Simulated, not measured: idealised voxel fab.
Process module under the name voxel tone inversion
In the cross-section labelled cut, the width is 195 nm and each square cell is 5 nm.
The cross-sections in this document take the form of a grid made of square cells. They are written out as bands, in order from top to bottom. Each band consists of one or more rows of cells. For a band, the entry starts with two heights in nm, that of the top and then that of the bottom, and carries on with the band's materials in order from left to right, each alongside its width in nm; the word "edge to edge" beside a single material means it fills the band edge to edge, and "air" means empty space. Zero point of the height axis is 0; under it, received wafer = one material. Lowest band: continues down indefinitely, "0 and below". You'd read "30 to 40" like this: the band's top row of cells is as wide as the first number, its bottom row is as wide as the second, and going down, every row changes width by the same amount as the row before did. For the purposes of this document, the phrase "same as before" attached to a step denotes that no cell within the cross-section was modified by that step. Under "Trapped voids" you'll find the enclosed gaps, the ones with no way out to the top, that are 8 cells or bigger; each reads width x height at distance, with distance counted from the left edge, everything in nm. On each step's line, the part that comes after the settings is the simulator's own comment on the step. overlay nm: mask offset rightward from planned place, masked step; negative means leftward offset.
# Steps in the process plan
1: RECEIVE,material Si
2: CONFORMAL_DEP,material SiCN,thk nm 10
3: DIRECTIONAL_DEP,material polySi,thk nm 15
4: PATTERN,tone cover,mask id POSTS,material resist,width nm 20,pitch nm 35,thk nm 25,overlay nm 0
5: DIRECTIONAL_ETCH,etch materials polySi,depth nm 15
6: STRIP,etch materials resist
7: FILL_DEP,material SiO2,thk nm 5
8: CMP,height nm 25
9: STRIP,etch materials polySi
10: CONFORMAL_DEP,material TiN,thk nm 5
11: FILL_DEP,material Cu,thk nm 5
12: CMP,height nm 25
13: CONFORMAL_DEP,material SiCN,thk nm 5
# Run as planned: first of two wafers
# Cross-sectional view of the wafer in its as-received condition, corresponding to the state after step 1
  0 and below: Si edge to edge
  Trapped voids: none
# Cross-section: wafer state after step 2
  10 down to 0: SiCN edge to edge
  Below a height of 0, the structure has not been altered.
# Cross-section: wafer state after step 3
  25 down to 10: polySi edge to edge
  Below a height of 10, the structure has not been altered.
# Cross-section: wafer state after step 4
  50 down to 25: air 35 nm, resist 20 nm, air 15 nm, resist 20 nm, air 15 nm, resist 20 nm, air 15 nm, resist 20 nm, air 35 nm
  Below a height of 25, the structure has not been altered.
# Cross-section: wafer state after step 5
  50 down to 25: air 35 nm, resist 20 nm, air 15 nm, resist 20 nm, air 15 nm, resist 20 nm, air 15 nm, resist 20 nm, air 35 nm
  25 down to 10: air 35 nm, polySi 20 nm, air 15 nm, polySi 20 nm, air 15 nm, polySi 20 nm, air 15 nm, polySi 20 nm, air 35 nm
  Below a height of 10, the structure has not been altered.
# Cross-section: wafer state after step 6
  25 down to 10: air 35 nm, polySi 20 nm, air 15 nm, polySi 20 nm, air 15 nm, polySi 20 nm, air 15 nm, polySi 20 nm, air 35 nm
  Below a height of 10, the structure has not been altered.
# Cross-section: wafer state after step 7
  30 down to 25: SiO2 edge to edge
  25 down to 10: SiO2 35 nm, polySi 20 nm, SiO2 15 nm, polySi 20 nm, SiO2 15 nm, polySi 20 nm, SiO2 15 nm, polySi 20 nm, SiO2 35 nm
  Below a height of 10, the structure has not been altered.
# Cross-section: wafer state after step 8
  25 down to 10: SiO2 35 nm, polySi 20 nm, SiO2 15 nm, polySi 20 nm, SiO2 15 nm, polySi 20 nm, SiO2 15 nm, polySi 20 nm, SiO2 35 nm
  Below a height of 10, the structure has not been altered.
# Cross-section: wafer state after step 9
  25 down to 10: SiO2 35 nm, air 20 nm, SiO2 15 nm, air 20 nm, SiO2 15 nm, air 20 nm, SiO2 15 nm, air 20 nm, SiO2 35 nm
  Below a height of 10, the structure has not been altered.
# Cross-section: wafer state after step 10
  30 down to 25: TiN 40 nm, air 10 nm, TiN 25 nm, air 10 nm, TiN 25 nm, air 10 nm, TiN 25 nm, air 10 nm, TiN 40 nm
  25 down to 15: SiO2 35 nm, TiN 5 nm, air 10 nm, TiN 5 nm, SiO2 15 nm, TiN 5 nm, air 10 nm, TiN 5 nm, SiO2 15 nm, TiN 5 nm, air 10 nm, TiN 5 nm, SiO2 15 nm, TiN 5 nm, air 10 nm, TiN 5 nm, SiO2 35 nm
  15 down to 10: SiO2 35 nm, TiN 20 nm, SiO2 15 nm, TiN 20 nm, SiO2 15 nm, TiN 20 nm, SiO2 15 nm, TiN 20 nm, SiO2 35 nm
  Below a height of 10, the structure has not been altered.
# Cross-section: wafer state after step 11
  35 down to 30: Cu edge to edge
  30 down to 25: TiN 40 nm, Cu 10 nm, TiN 25 nm, Cu 10 nm, TiN 25 nm, Cu 10 nm, TiN 25 nm, Cu 10 nm, TiN 40 nm
  25 down to 15: SiO2 35 nm, TiN 5 nm, Cu 10 nm, TiN 5 nm, SiO2 15 nm, TiN 5 nm, Cu 10 nm, TiN 5 nm, SiO2 15 nm, TiN 5 nm, Cu 10 nm, TiN 5 nm, SiO2 15 nm, TiN 5 nm, Cu 10 nm, TiN 5 nm, SiO2 35 nm
  Below a height of 15, the structure has not been altered.
# Cross-section: wafer state after step 12
  25 down to 15: SiO2 35 nm, TiN 5 nm, Cu 10 nm, TiN 5 nm, SiO2 15 nm, TiN 5 nm, Cu 10 nm, TiN 5 nm, SiO2 15 nm, TiN 5 nm, Cu 10 nm, TiN 5 nm, SiO2 15 nm, TiN 5 nm, Cu 10 nm, TiN 5 nm, SiO2 35 nm
  Below a height of 15, the structure has not been altered.
# Cross-section: wafer state after step 13
  30 down to 25: SiCN edge to edge
  Below a height of 25, the structure has not been altered.
# The second wafer began exactly as the first did and followed the same plan, but one mistake was made while running it; through step 1 inclusive, the two wafers are identical
# Cross-section: second wafer, time at which step 2 was scheduled to end
  15 down to 0: SiCN edge to edge
  Below a height of 0, the structure has not been altered.
# Cross-section: second wafer, time at which step 3 was scheduled to end
  30 down to 15: polySi edge to edge
  Below a height of 15, the structure has not been altered.
# Cross-section: second wafer, time at which step 4 was scheduled to end
  55 down to 30: air 35 nm, resist 20 nm, air 15 nm, resist 20 nm, air 15 nm, resist 20 nm, air 15 nm, resist 20 nm, air 35 nm
  Below a height of 30, the structure has not been altered.
# Cross-section: second wafer, time at which step 5 was scheduled to end
  55 down to 30: air 35 nm, resist 20 nm, air 15 nm, resist 20 nm, air 15 nm, resist 20 nm, air 15 nm, resist 20 nm, air 35 nm
  30 down to 15: air 35 nm, polySi 20 nm, air 15 nm, polySi 20 nm, air 15 nm, polySi 20 nm, air 15 nm, polySi 20 nm, air 35 nm
  Below a height of 15, the structure has not been altered.
# Cross-section: second wafer, time at which step 6 was scheduled to end
  30 down to 15: air 35 nm, polySi 20 nm, air 15 nm, polySi 20 nm, air 15 nm, polySi 20 nm, air 15 nm, polySi 20 nm, air 35 nm
  Below a height of 15, the structure has not been altered.
# Cross-section: second wafer, time at which step 7 was scheduled to end
  35 down to 30: SiO2 edge to edge
  30 down to 15: SiO2 35 nm, polySi 20 nm, SiO2 15 nm, polySi 20 nm, SiO2 15 nm, polySi 20 nm, SiO2 15 nm, polySi 20 nm, SiO2 35 nm
  Below a height of 15, the structure has not been altered.
# Cross-section: second wafer, time at which step 8 was scheduled to end
  25 down to 15: SiO2 35 nm, polySi 20 nm, SiO2 15 nm, polySi 20 nm, SiO2 15 nm, polySi 20 nm, SiO2 15 nm, polySi 20 nm, SiO2 35 nm
  Below a height of 15, the structure has not been altered.
# Cross-section: second wafer, time at which step 9 was scheduled to end
  25 down to 15: SiO2 35 nm, air 20 nm, SiO2 15 nm, air 20 nm, SiO2 15 nm, air 20 nm, SiO2 15 nm, air 20 nm, SiO2 35 nm
  Below a height of 15, the structure has not been altered.
# Cross-section: second wafer, time at which step 10 was scheduled to end
  30 down to 25: TiN 40 nm, air 10 nm, TiN 25 nm, air 10 nm, TiN 25 nm, air 10 nm, TiN 25 nm, air 10 nm, TiN 40 nm
  25 down to 20: SiO2 35 nm, TiN 5 nm, air 10 nm, TiN 5 nm, SiO2 15 nm, TiN 5 nm, air 10 nm, TiN 5 nm, SiO2 15 nm, TiN 5 nm, air 10 nm, TiN 5 nm, SiO2 15 nm, TiN 5 nm, air 10 nm, TiN 5 nm, SiO2 35 nm
  20 down to 15: SiO2 35 nm, TiN 20 nm, SiO2 15 nm, TiN 20 nm, SiO2 15 nm, TiN 20 nm, SiO2 15 nm, TiN 20 nm, SiO2 35 nm
  Below a height of 15, the structure has not been altered.
# Cross-section: second wafer, time at which step 11 was scheduled to end
  35 down to 30: Cu edge to edge
  30 down to 25: TiN 40 nm, Cu 10 nm, TiN 25 nm, Cu 10 nm, TiN 25 nm, Cu 10 nm, TiN 25 nm, Cu 10 nm, TiN 40 nm
  25 down to 20: SiO2 35 nm, TiN 5 nm, Cu 10 nm, TiN 5 nm, SiO2 15 nm, TiN 5 nm, Cu 10 nm, TiN 5 nm, SiO2 15 nm, TiN 5 nm, Cu 10 nm, TiN 5 nm, SiO2 15 nm, TiN 5 nm, Cu 10 nm, TiN 5 nm, SiO2 35 nm
  Below a height of 20, the structure has not been altered.
# Cross-section: second wafer, time at which step 12 was scheduled to end
  25 down to 20: SiO2 35 nm, TiN 5 nm, Cu 10 nm, TiN 5 nm, SiO2 15 nm, TiN 5 nm, Cu 10 nm, TiN 5 nm, SiO2 15 nm, TiN 5 nm, Cu 10 nm, TiN 5 nm, SiO2 15 nm, TiN 5 nm, Cu 10 nm, TiN 5 nm, SiO2 35 nm
  Below a height of 20, the structure has not been altered.
# Cross-section: second wafer, time at which step 13 was scheduled to end
  30 down to 25: SiCN edge to edge
  Below a height of 25, the structure has not been altered.
Where did the run depart from the plan? step 2 ran differently from the plan; actual operation with settings: CONFORMAL_DEP,material SiCN,thk nm 15
Wrapping up, a cell-based count of both wafers puts the second over or under the first for these materials: Cu -8 | SiCN +39 | SiO2 -23 | TiN -8
